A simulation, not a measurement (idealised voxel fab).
The process module presented herein is designated voxel transistor to metal.
Cross-sectional view cut (width: 300 nm; square cell size: 5 nm).
When this document writes out a cross-section, it uses a grid of square cells and lists it as bands, beginning at the top and moving down, with a band standing for one or more rows of cells.
This entry defines a band. It first specifies the height of the band's top and the height of its bottom in nm, and then specifies the band's materials from left to right, stating each material with its width in nm. The word "all across" identifies a single material that fills the band from edge to edge, while the word "blank" identifies empty space.
Zero point of the height axis is 0; under it, received wafer = one material. Lowest band: continues down indefinitely, "0 and below".
Think of "30->40" as a width that walks from the first number to the second as you go down the band, top row to bottom row, taking equal-sized steps from row to row.
Any step labelled "no change" changed none of the cells in the cross-section.
Look at "Closed cavities" for the closed voids: empty spaces with no open path to the top, sized 8 cells or up. Each is width x height at distance, distance from the left edge, all nm.
Whatever follows a step's settings on its line is a remark the simulator itself makes about that step.
overlay nm: for a step with a mask, the amount by which the mask lay right of where it was planned; a negative amount means left of it.
### Planned step list for the process
1. RECEIVE [material Si]
2. CONFORMAL_DEP [material SiO2] [thk nm 5]
3. CONFORMAL_DEP [material SiN] [thk nm 10]
4. PATTERN [tone cover] [mask id ACTIVE] [material resist] [width nm 100] [pitch nm 125] [thk nm 20] [overlay nm 0]
5. DIRECTIONAL_ETCH [etch materials SiN] [depth nm 10]
6. DIRECTIONAL_ETCH [etch materials SiO2] [depth nm 5]
7. DIRECTIONAL_ETCH [etch materials Si] [depth nm 20]
8. STRIP [etch materials resist]
9. FILL_DEP [material SiO2] [thk nm 5]
10. CMP [height nm 15]
11. SELECTIVE_ETCH [etch materials SiO2] [depth nm 5]
12. STRIP [etch materials SiN]
13. SELECTIVE_ETCH [etch materials SiO2] [depth nm 5]
14. OXIDIZE [depth nm 5]
15. DIRECTIONAL_DEP [material polySi] [thk nm 25]
16. DIRECTIONAL_DEP [material SiCN] [thk nm 10]
17. PATTERN [tone cover] [mask id GATE] [material resist] [width nm 20] [pitch nm 125] [thk nm 20] [overlay nm 0]
18. DIRECTIONAL_ETCH [etch materials SiCN] [depth nm 20]
19. DIRECTIONAL_ETCH [etch materials polySi] [depth nm 35]
20. STRIP [etch materials resist]
21. CONFORMAL_DEP [material SiN] [thk nm 10]
22. DIRECTIONAL_ETCH [etch materials SiN] [depth nm 10]
23. DIRECTIONAL_ETCH [etch materials SiO2] [depth nm 5]
24. EPI [material nSi] [thk nm 5]
25. FILL_DEP [material SiO2] [thk nm 5]
26. CMP [height nm 35]
27. DIRECTIONAL_DEP [material SiO2] [thk nm 10]
28. PATTERN [tone open] [mask id CONTACT] [material resist] [width nm 25] [thk nm 20] [overlay nm 0]
29. DIRECTIONAL_ETCH [etch materials SiO2] [depth nm 45]
30. STRIP [etch materials resist]
31. CONFORMAL_DEP [material TiN] [thk nm 5]
32. FILL_DEP [material W] [thk nm 5]
33. CMP [height nm 45]
34. DIRECTIONAL_DEP [material TiN] [thk nm 5]
35. DIRECTIONAL_DEP [material Ru] [thk nm 25]
36. MASKED_ETCH [tone cover] [mask id METAL_1] [width nm 15] [etch materials Ru] [depth nm 25] [overlay nm 0]
37. MASKED_ETCH [tone cover] [mask id METAL_1] [width nm 15] [etch materials TiN] [depth nm 5] [overlay nm 0]
38. FILL_DEP [material SiO2] [thk nm 5]
39. CMP [height nm 75]
40. CONFORMAL_DEP [material SiN] [thk nm 5]
What sets these wafers apart? The thk nm at step 31. They all start alike, and the plan carries the first wafer's value.
### This is how the first of several wafers looked in cross-section when it arrived, which is after step 1
- 0 and below: Si all across
- Closed cavities: none
### Wafer rows, end of module: cells per material gained (+) or lost (-) since receipt; closed voids last
thk nm 5, +60 Ru, -120 Si, +16 SiCN, +124 SiN, +656 SiO2, +96 TiN, +68 W, +20 nSi, +40 polySi, Closed cavities: none
thk nm 10, +60 Ru, -120 Si, +16 SiCN, +124 SiN, +656 SiO2, +164 TiN, +20 nSi, +40 polySi, Closed cavities: none
thk nm 15, +60 Ru, -120 Si, +16 SiCN, +124 SiN, +656 SiO2, +164 TiN, +20 nSi, +40 polySi, Closed cavities: none
thk nm 20, +60 Ru, -120 Si, +16 SiCN, +124 SiN, +656 SiO2, +164 TiN, +20 nSi, +40 polySi, Closed cavities: none
